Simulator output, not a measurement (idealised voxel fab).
Documented hereafter: the process module known as voxel spacer lines.
Cross-section cut: width 235 nm, square cells of 5 nm.
Reading order for cross-sections: top band down to bottom band. Underlying form: a grid of square cells. Band size: one or more rows of cells. Heights first: top, then bottom, in nm. Then materials, left to right, each with a width in nm. "edge to edge" on a single material: fills the band edge to edge. "blank": empty space. Height reference: 0 = level under which incoming wafer is all one material. Lowest band: no bottom, runs on downward, e.g. "0 and below". Read "30 to 40" as a graded width: first number on top, second number at the bottom, same change between each pair of neighbouring rows. Basically "nothing was modified" means that step didn't change any cell in the cross-section. Empty spaces without an open route to the top, at least 8 cells in extent, make up the entry "Sealed voids"; each is given as width x height at distance, where the distance is measured from the left edge, and all are in nm. Step line, after settings: the simulator's comment on this step. overlay nm: for a step with a mask, the amount by which the mask lay right of where it was planned; a negative amount means left of it.

**The steps planned for the process are as follows**
- 1: op RECEIVE | material Si
- 2: op CONFORMAL_DEP | material Al2O3 | thk nm 5
- 3: op DIRECTIONAL_DEP | material W | thk nm 10
- 4: op DIRECTIONAL_DEP | material aC | thk nm 25
- 5: op PATTERN | tone cover | mask id MANDREL | material resist | width nm 15 | pitch nm 60 | thk nm 35 | overlay nm 0
- 6: op DIRECTIONAL_ETCH | etch materials aC | depth nm 25
- 7: op STRIP | etch materials resist
- 8: op CONFORMAL_DEP | material SiO2 | thk nm 15
- 9: op DIRECTIONAL_ETCH | etch materials SiO2 | depth nm 15
- 10: op STRIP | etch materials aC
- 11: op DIRECTIONAL_ETCH | etch materials W | depth nm 10
- 12: op STRIP | etch materials SiO2
- 13: op FILL_DEP | material lowk | thk nm 10
- 14: op CMP | height nm 15
It is noted that the wafers described herein are identical at the outset and are distinguished by the width nm of step 5; the value stated in the plan corresponds to the first wafer.

**Incoming state of the first of several wafers in cross-section: after step 1**
* 0 and below  Si edge to edge
* Sealed voids: none

**Table: wafers, a row each; end-of-module cell change per material since receipt, gain (+), loss (-); then closed voids**
width nm 15 | +47 Al2O3 | +36 W | +58 lowk | Sealed voids: none
width nm 20 | +47 Al2O3 | +36 W | +58 lowk | Sealed voids: none
width nm 25 | +47 Al2O3 | +36 W | +58 lowk | Sealed voids: none
width nm 30 | +47 Al2O3 | +36 W | +58 lowk | Sealed voids: none
